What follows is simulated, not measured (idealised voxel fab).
process module | voxel gate over fins
cross-section cut | 150 nm wide | cells 5 nm
A cross-section is a grid of square cells, given in bands from the top down. A band is one or more rows of cells.
Each band's line starts with the height of the band's top and of its bottom, in nm. Then come its materials from left to right, each with its width in nm. One material with "throughout" fills the band from edge to edge. "air" is empty space.
Height 0 is the level under which the wafer as received is all one material. The lowest band goes on downwards, as in "0 down".
A width such as "30 to 40" changes by the same amount from each row of cells to the next, from the band's top row to its bottom row.
"no change" after a step means that no cell of the cross-section changed.
closed voids: empty space of 8 cells or more with no open way to the top, each as width x height at its distance from the left edge, in nm
after a step's settings: what the simulator itself notes on the step
overlay nm, on a step with a mask: how far to the right of its planned place the mask lay; to the left if negative
plan
1 op RECEIVE | material Si
2 op CONFORMAL_DEP | material SiN | thk nm 10
3 op PATTERN | tone cover | mask id FINS | material resist | width nm 15 | pitch nm 35 | thk nm 15 | overlay nm 0
4 op DIRECTIONAL_ETCH | etch materials SiN | depth nm 10
5 op DIRECTIONAL_ETCH | etch materials Si | depth nm 30
6 op STRIP | etch materials resist
7 op OXIDIZE | depth nm 5
8 op FILL_DEP | material SiO2 | thk nm 10
9 op CMP | height nm 10
10 op SELECTIVE_ETCH | etch materials SiO2 | depth nm 20
11 op STRIP | etch materials SiN
12 op CONFORMAL_DEP | material HfO2 | thk nm 5
13 op CONFORMAL_DEP | material TiN | thk nm 5
14 op CONFORMAL_DEP | material TiAl | thk nm 5
15 op CONFORMAL_DEP | material TiN | thk nm 5
16 op FILL_DEP | material W | thk nm 10
17 op CMP | height nm 25
18 op CONFORMAL_DEP | material SiN | thk nm 5
as received, after step 1
  0 down: Si throughout
  closed voids: none
first wafer at the end, as planned
  30 to 25: SiN throughout
  25 to 20: W throughout
  20 to 15: W 15 | TiN 115 | W 20
  15 to 10: W 15 | TiN 5 | TiAl 105 | TiN 5 | W 20
  10 to 5: TiN 20 | TiAl 5 | TiN 25 | TiAl 10 | TiN 25 | TiAl 10 | TiN 25 | TiAl 5 | TiN 25
  5 to 0: TiAl 25 | TiN 5 | HfO2 15 | TiN 5 | TiAl 10 | TiN 5 | HfO2 15 | TiN 5 | TiAl 10 | TiN 5 | HfO2 15 | TiN 5 | TiAl 30
  0 to -5: TiN 30 | HfO2 5 | Si 5 | HfO2 5 | TiN 20 | HfO2 5 | Si 5 | HfO2 5 | TiN 20 | HfO2 5 | Si 5 | HfO2 5 | TiN 35
  -5 to -10: HfO2 35 | Si 5 | HfO2 30 | Si 5 | HfO2 30 | Si 5 | HfO2 40
  -10 to -35: SiO2 35 | Si 5 | SiO2 30 | Si 5 | SiO2 30 | Si 5 | SiO2 40
  -35 down: Si throughout
  closed voids: none
second wafer at the end: like start, like plan, one mistake
  30 to 25: SiN throughout
  25 to 20: W throughout
  20 to 15: W 20 | TiN 115 | W 15
  15 to 10: W 20 | TiN 5 | TiAl 105 | TiN 5 | W 15
  10 to 5: TiN 25 | TiAl 5 | TiN 25 | TiAl 10 | TiN 25 | TiAl 10 | TiN 25 | TiAl 5 | TiN 20
  5 to 0: TiAl 30 | TiN 5 | HfO2 15 | TiN 5 | TiAl 10 | TiN 5 | HfO2 15 | TiN 5 | TiAl 10 | TiN 5 | HfO2 15 | TiN 5 | TiAl 25
  0 to -5: TiN 35 | HfO2 5 | Si 5 | HfO2 5 | TiN 20 | HfO2 5 | Si 5 | HfO2 5 | TiN 20 | HfO2 5 | Si 5 | HfO2 5 | TiN 30
  -5 to -10: HfO2 40 | Si 5 | HfO2 30 | Si 5 | HfO2 30 | Si 5 | HfO2 35
  -10 to -35: SiO2 40 | Si 5 | SiO2 30 | Si 5 | SiO2 30 | Si 5 | SiO2 35
  -35 down: Si throughout
  closed voids: none
what went wrong: step 3 ran as: op PATTERN | tone cover | mask id FINS | material resist | width nm 15 | pitch nm 35 | thk nm 15 | overlay nm 5
at the end the second wafer has, in cells: as many of each material as the first, in other places
